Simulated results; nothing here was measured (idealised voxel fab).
Herein follows the process module entitled voxel air gaps.
Section cut is 260 nm wide and gridded with 5 nm square cells.
In this document a cross-section is written as a grid of square cells. It is given as a series of bands, listed from the top down, and a band is one or more rows of cells.
What a band's entry tells you: where the top is and where the bottom is, as heights in nm, and after that what lies inside, material by material from left to right, each with its width in nm. Empty space is written as the word "empty", and a single material marked with the word "all across" occupies the band from edge to edge.
Where do heights start? At 0: under that level the wafer as delivered is made of one material only. And the lowest band has no floor; it just carries on downward, as in "0 nm and below".
Width: "30..40" (first number = top row, second number = bottom row, same change from row to row of cells).
What does "no modification" mean for a step? It means no cell of the cross-section changed in that step.
"Sealed internal cavities" specifies each empty space that is not open to the top and that occupies no fewer than 8 cells, using the form width x height at distance, the distance measured from the left edge and all three quantities in nm.
On a step's line, text after the settings is the simulator commenting on that step.
overlay nm: for a step with a mask, the amount by which the mask lay right of where it was planned; a negative amount means left of it.
Process steps (planned)
1,RECEIVE [material Si]
2,CONFORMAL_DEP [material SiO2] [thk nm 15]
3,CONFORMAL_DEP [material SiCN] [thk nm 5]
4,DIRECTIONAL_DEP [material lowk] [thk nm 35]
5,DIRECTIONAL_DEP [material aC] [thk nm 15]
6,PATTERN [tone open] [mask id LINES] [material resist] [width nm 25] [pitch nm 50] [thk nm 35] [overlay nm 0]
7,DIRECTIONAL_ETCH [etch materials aC] [depth nm 15]
8,STRIP [etch materials resist]
9,DIRECTIONAL_ETCH [etch materials lowk] [depth nm 35]
10,STRIP [etch materials aC]
11,CONFORMAL_DEP [material TiN] [thk nm 5]
12,FILL_DEP [material Cu] [thk nm 5]
13,CMP [height nm 55]
14,EPI [material Ru] [thk nm 10]
15,SELECTIVE_ETCH [etch materials lowk] [depth nm 45]
16,CONFORMAL_DEP [material SiCN] [thk nm 5]
Incoming wafer, cross-sectional view, post step 1
> 0 nm and below = Si all across
> Sealed internal cavities: none
Wafer cross-section at end of module: start and plan as shown above, one execution error
> 60 nm to 50 nm = SiCN all across
> 50 nm to 15 nm = lowk all across
> 15 nm to 0 nm = SiO2 all across
> 0 nm and below = Si all across
> Sealed internal cavities: none
Where did the run depart from the plan? deviation from plan: step 4 and step 3 executed in one another's positions
